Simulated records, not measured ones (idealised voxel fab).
process module | voxel double patterning
cross-section cut | 260 nm wide | cells 5 nm
A cross-section is a grid of square cells, given in bands from the top down. A band is one or more rows of cells.
Each band's line starts with the height of the band's top and of its bottom, in nm. Then come its materials from left to right, each with its width in nm. One material with "throughout" fills the band from edge to edge. "air" is empty space.
Height 0 is the level under which the wafer as received is all one material. The lowest band goes on downwards, as in "0 down".
A width such as "30 to 40" changes by the same amount from each row of cells to the next, from the band's top row to its bottom row.
"no change" after a step means that no cell of the cross-section changed.
closed voids: empty space of 8 cells or more with no open way to the top, each as width x height at its distance from the left edge, in nm
after a step's settings: what the simulator itself notes on the step
overlay nm, on a step with a mask: how far to the right of its planned place the mask lay; to the left if negative
plan
1 op RECEIVE | material Si
2 op CONFORMAL_DEP | material SiN | thk nm 5
3 op DIRECTIONAL_DEP | material SiO2 | thk nm 15
4 op DIRECTIONAL_DEP | material SiCN | thk nm 10
5 op MASKED_ETCH | tone open | mask id FIRST | width nm 15 | pitch nm 50 | etch materials SiCN | depth nm 10 | overlay nm 0
6 op DIRECTIONAL_DEP | material aC | thk nm 15
7 op PATTERN | tone open | mask id SECOND | material resist | width nm 15 | pitch nm 50 | thk nm 35 | overlay nm 0
8 op DIRECTIONAL_ETCH | etch materials aC | depth nm 15
9 op STRIP | etch materials resist
10 op DIRECTIONAL_ETCH | etch materials SiCN | depth nm 10
11 op STRIP | etch materials aC
12 op DIRECTIONAL_ETCH | etch materials SiO2 | depth nm 15
13 op STRIP | etch materials SiCN
first wafer, as planned
as received, after step 1
  0 down: Si throughout
  closed voids: none
after step 2
  5 to 0: SiN throughout
  below 0: unchanged
after step 3
  20 to 5: SiO2 throughout
  below 5: unchanged
after step 4
  30 to 20: SiCN throughout
  below 20: unchanged
after step 5
  30 to 20: SiCN 70 | air 15 | SiCN 35 | air 15 | SiCN 35 | air 15 | SiCN 75
  below 20: unchanged
after step 6
  45 to 35: aC 70 | air 15 | aC 35 | air 15 | aC 35 | air 15 | aC 75
  35 to 30: aC throughout
  30 to 20: SiCN 70 | aC 15 | SiCN 35 | aC 15 | SiCN 35 | aC 15 | SiCN 75
  below 20: unchanged
after step 7
  80 to 45: resist 95 | air 15 | resist 35 | air 15 | resist 100
  45 to 35: aC 70 | resist 15 | aC 35 | resist 15 | aC 35 | resist 15 | aC 75
  below 35: unchanged
after step 8
  65 to 45: resist 95 | air 15 | resist 35 | air 15 | resist 100
  45 to 35: aC 70 | resist 15 | aC 10 | air 15 | aC 10 | resist 15 | aC 10 | air 15 | aC 10 | resist 15 | aC 75
  35 to 30: aC 95 | air 15 | aC 35 | air 15 | aC 100
  below 30: unchanged
after step 9
  45 to 35: aC 70 | air 15 | aC 10 | air 15 | aC 10 | air 15 | aC 10 | air 15 | aC 10 | air 15 | aC 75
  below 35: unchanged
after step 10
  45 to 35: aC 70 | air 15 | aC 10 | air 15 | aC 10 | air 15 | aC 10 | air 15 | aC 10 | air 15 | aC 75
  35 to 30: aC 95 | air 15 | aC 35 | air 15 | aC 100
  30 to 20: SiCN 70 | aC 15 | SiCN 10 | air 15 | SiCN 10 | aC 15 | SiCN 10 | air 15 | SiCN 10 | aC 15 | SiCN 75
  below 20: unchanged
after step 11
  30 to 20: SiCN 70 | air 15 | SiCN 10 | air 15 | SiCN 10 | air 15 | SiCN 10 | air 15 | SiCN 10 | air 15 | SiCN 75
  below 20: unchanged
after step 12
  30 to 20: SiCN 70 | air 15 | SiCN 10 | air 15 | SiCN 10 | air 15 | SiCN 10 | air 15 | SiCN 10 | air 15 | SiCN 75
  20 to 5: SiO2 70 | air 15 | SiO2 10 | air 15 | SiO2 10 | air 15 | SiO2 10 | air 15 | SiO2 10 | air 15 | SiO2 75
  below 5: unchanged
after step 13
  20 to 5: SiO2 70 | air 15 | SiO2 10 | air 15 | SiO2 10 | air 15 | SiO2 10 | air 15 | SiO2 10 | air 15 | SiO2 75
  below 5: unchanged
second wafer: like start, like plan, one mistake. Through step 11 it matches the first wafer
when step 12 should have ended
  30 to 20: SiCN 70 | air 15 | SiCN 10 | air 15 | SiCN 10 | air 15 | SiCN 10 | air 15 | SiCN 10 | air 15 | SiCN 75
  20 to 15: SiO2 70 | air 15 | SiO2 10 | air 15 | SiO2 10 | air 15 | SiO2 10 | air 15 | SiO2 10 | air 15 | SiO2 75
  below 15: unchanged
when step 13 should have ended
  20 to 15: SiO2 70 | air 15 | SiO2 10 | air 15 | SiO2 10 | air 15 | SiO2 10 | air 15 | SiO2 10 | air 15 | SiO2 75
  below 15: unchanged
what went wrong: step 12 ran as: op DIRECTIONAL_ETCH | etch materials SiO2 | depth nm 5
at the end the second wafer has, in cells: 30 more of SiO2
